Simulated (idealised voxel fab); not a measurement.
Process module heading - voxel lift off
The cross-section shown here is cut; it is 145 nm wide and divided into square cells measuring 5 nm on a side.
Throughout this document, each cross-section is represented as a grid of square cells and is presented as a sequence of bands enumerated from the top downward, where a band comprises one or more rows of cells. Quick guide to a band line: top height, bottom height (nm) up front; then every material left to right with its width in nm. Only one material and it's marked "full width"? Then it fills the band edge to edge. And "empty" just means empty space. Note: height 0 marks the level under which the wafer is uniformly one material as received. Lowest band unbounded below, written "z 0 and below". A width such as "30..40" changes by the same amount from each row of cells to the next, from the band's top row to its bottom row. Take "nothing different" at face value: in the step it is given for, the cross-section changed in none of its cells. Reported under the label "Closed void register" are the empty spaces having no open way to the top and comprising 8 cells or more; the notation for each is width x height at distance, in which the distance is measured from the left edge and all three values are in nm. What comes after the settings on a step's line is commentary from the simulator itself on that step. You can add "overlay nm" to a step's line. For a step with a mask, it describes how far the mask lay to the right of its planned position, and a negative number describes a lay to the left.
### Steps planned for the process
1 RECEIVE,material Si
2 CONFORMAL_DEP,material SiN,thk nm 15
3 PATTERN,tone open,mask id LINES,material resist,width nm 15,pitch nm 30,thk nm 25,overlay nm 0
4 DIRECTIONAL_DEP,material Ru,thk nm 10
5 STRIP,etch materials resist
6 CONFORMAL_DEP,material SiO2,thk nm 10
### The cross-section here shows the wafer as received, i.e. in its state after step 1
> z 0 and below: Si full width
> Closed void register: none
### First wafer of two, sectioned at end of module; run went per plan
> z 35 to 25: empty 10 nm, then SiO2 125 nm, then empty 10 nm
> z 25 to 15: SiO2 20 nm, then Ru 15 nm, then SiO2 15 nm, then Ru 15 nm, then SiO2 15 nm, then Ru 15 nm, then SiO2 15 nm, then Ru 15 nm, then SiO2 20 nm
> z 15 to 0: SiN full width
> z 0 and below: Si full width
> Closed void register: none
### So this is wafer number two of the two, cut at the end of the module - it started where the first did and had the same plan, we just got one thing wrong running it
> z 25 to 15: empty 20 nm, then Ru 15 nm, then empty 15 nm, then Ru 15 nm, then empty 15 nm, then Ru 15 nm, then empty 15 nm, then Ru 15 nm, then empty 20 nm
> z 15 to 0: SiN full width
> z 0 and below: Si full width
> Closed void register: none
Misprocessing identified: step 6 of the plan was omitted and not executed
Count the cells at the end and the second wafer has more or fewer of some materials than the first: SiO2: 84 fewer
